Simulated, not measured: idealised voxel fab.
process module | voxel transistor to metal
cross-section cut | 215 nm wide | cells 5 nm
A cross-section is a grid of square cells, given in bands from the top down. A band is one or more rows of cells.
Each band's line starts with the height of the band's top and of its bottom, in nm. Then come its materials from left to right, each with its width in nm. One material with "throughout" fills the band from edge to edge. "air" is empty space.
Height 0 is the level under which the wafer as received is all one material. The lowest band goes on downwards, as in "0 down".
A width such as "30 to 40" changes by the same amount from each row of cells to the next, from the band's top row to its bottom row.
"no change" after a step means that no cell of the cross-section changed.
closed voids: empty space of 8 cells or more with no open way to the top, each as width x height at its distance from the left edge, in nm
after a step's settings: what the simulator itself notes on the step
overlay nm, on a step with a mask: how far to the right of its planned place the mask lay; to the left if negative
plan
1 op RECEIVE | material Si
2 op OXIDIZE | depth nm 5
3 op CONFORMAL_DEP | material SiN | thk nm 10
4 op DIRECTIONAL_DEP | material aC | thk nm 10
5 op PATTERN | tone cover | mask id ACTIVE | material resist | width nm 120 | thk nm 25 | overlay nm 0
6 op DIRECTIONAL_ETCH | etch materials aC | depth nm 10
7 op STRIP | etch materials resist
8 op DIRECTIONAL_ETCH | etch materials SiN | depth nm 10
9 op DIRECTIONAL_ETCH | etch materials SiO2 | depth nm 5
10 op DIRECTIONAL_ETCH | etch materials Si | depth nm 25
11 op STRIP | etch materials aC
12 op FILL_DEP | material SiO2 | thk nm 15
13 op CMP | height nm 10
14 op SELECTIVE_ETCH | etch materials SiO2 | depth nm 5
15 op STRIP | etch materials SiN
16 op SELECTIVE_ETCH | etch materials SiO2 | depth nm 5
17 op OXIDIZE | depth nm 5
18 op DIRECTIONAL_DEP | material polySi | thk nm 20
19 op DIRECTIONAL_DEP | material SiCN | thk nm 10
20 op MASKED_ETCH | tone cover | mask id GATE | width nm 30 | etch materials SiCN | depth nm 20 | overlay nm 0
21 op MASKED_ETCH | tone cover | mask id GATE | width nm 30 | etch materials polySi | depth nm 30 | overlay nm 0
22 op CONFORMAL_DEP | material SiO2 | thk nm 5
23 op DIRECTIONAL_ETCH | etch materials SiO2 | depth nm 5
24 op CONFORMAL_DEP | material SiN | thk nm 5
25 op DIRECTIONAL_ETCH | etch materials SiN | depth nm 5
26 op DIRECTIONAL_ETCH | etch materials SiO2 | depth nm 5
27 op EPI | material pSi | thk nm 5
28 op FILL_DEP | material SiO2 | thk nm 10
29 op CMP | height nm 15
30 op STRIP | etch materials polySi
31 op SELECTIVE_ETCH | etch materials SiO2 | depth nm 5
32 op CONFORMAL_DEP | material HfO2 | thk nm 5
33 op CONFORMAL_DEP | material TiN | thk nm 5
34 op FILL_DEP | material W | thk nm 10
35 op CMP | height nm 10
36 op DIRECTIONAL_DEP | material SiO2 | thk nm 15
37 op MASKED_ETCH | tone open | mask id CONTACT | width nm 20 | pitch nm 90 | etch materials SiO2 | depth nm 30 | overlay nm 0
38 op CONFORMAL_DEP | material TiN | thk nm 5
39 op FILL_DEP | material W | thk nm 10
40 op CMP | height nm 25
41 op CONFORMAL_DEP | material SiN | thk nm 5
42 op DIRECTIONAL_DEP | material SiO2 | thk nm 20
43 op MASKED_ETCH | tone open | mask id METAL_1 | width nm 20 | pitch nm 90 | etch materials SiO2 | depth nm 20 | overlay nm 0
44 op MASKED_ETCH | tone open | mask id METAL_1 | width nm 20 | pitch nm 90 | etch materials SiN | depth nm 5 | overlay nm 0
45 op CONFORMAL_DEP | material TiN | thk nm 5
46 op FILL_DEP | material Ru | thk nm 5
47 op CMP | height nm 50
48 op CONFORMAL_DEP | material SiCN | thk nm 5
as received, after step 1
  0 down: Si throughout
  closed voids: none
first wafer at the end, as planned
  55 to 50: SiCN throughout
  50 to 30: SiO2 50 | TiN 5 | Ru 10 | TiN 5 | SiO2 70 | TiN 5 | Ru 10 | TiN 5 | SiO2 55
  30 to 25: SiN 50 | TiN 20 | SiN 70 | TiN 20 | SiN 55
  25 to 10: SiO2 50 | TiN 5 | W 10 | TiN 5 | SiO2 70 | TiN 5 | W 10 | TiN 5 | SiO2 55
  10 to 0: SiO2 50 | TiN 5 | W 10 | TiN 5 | SiO2 10 | SiN 5 | HfO2 5 | TiN 5 | W 20 | TiN 5 | HfO2 5 | SiN 5 | SiO2 10 | TiN 5 | W 10 | TiN 5 | SiO2 55
  0 to -5: SiO2 45 | SiN 5 | TiN 20 | SiO2 10 | SiN 5 | HfO2 5 | TiN 30 | HfO2 5 | SiN 5 | SiO2 10 | TiN 20 | SiN 5 | SiO2 50
  -5 to -10: SiO2 50 | pSi 30 | SiO2 5 | HfO2 40 | SiO2 5 | pSi 30 | SiO2 55
  -10 to -30: SiO2 45 | Si 120 | SiO2 50
  -30 down: Si throughout
  closed voids: none
second wafer at the end: like start, like plan, one mistake
  55 to 50: SiCN throughout
  50 to 30: SiO2 50 | TiN 5 | Ru 10 | TiN 5 | SiO2 70 | TiN 5 | Ru 10 | TiN 5 | SiO2 55
  30 to 25: SiN 50 | TiN 20 | SiN 70 | TiN 20 | SiN 55
  25 to 10: SiO2 50 | TiN 5 | W 10 | TiN 5 | SiO2 70 | TiN 5 | W 10 | TiN 5 | SiO2 55
  10 to 0: SiO2 50 | TiN 5 | W 10 | TiN 5 | SiO2 10 | SiN 5 | HfO2 5 | TiN 5 | W 20 | TiN 5 | HfO2 5 | SiN 5 | SiO2 10 | TiN 5 | W 10 | TiN 5 | SiO2 55
  0 to -5: SiO2 40 | SiN 5 | SiO2 5 | TiN 20 | SiO2 10 | SiN 5 | HfO2 5 | TiN 30 | HfO2 5 | SiN 5 | SiO2 10 | TiN 20 | SiO2 5 | SiN 5 | SiO2 45
  -5 to -10: SiO2 45 | pSi 35 | SiO2 5 | HfO2 40 | SiO2 5 | pSi 35 | SiO2 50
  -10 to -15: SiO2 50 | Si 110 | SiO2 55
  -15 to -30: SiO2 45 | Si 120 | SiO2 50
  -30 down: Si throughout
  closed voids: none
what went wrong: steps 14 and 15 were swapped
at the end the second wafer has, in cells: 2 fewer of Si | 2 more of pSi
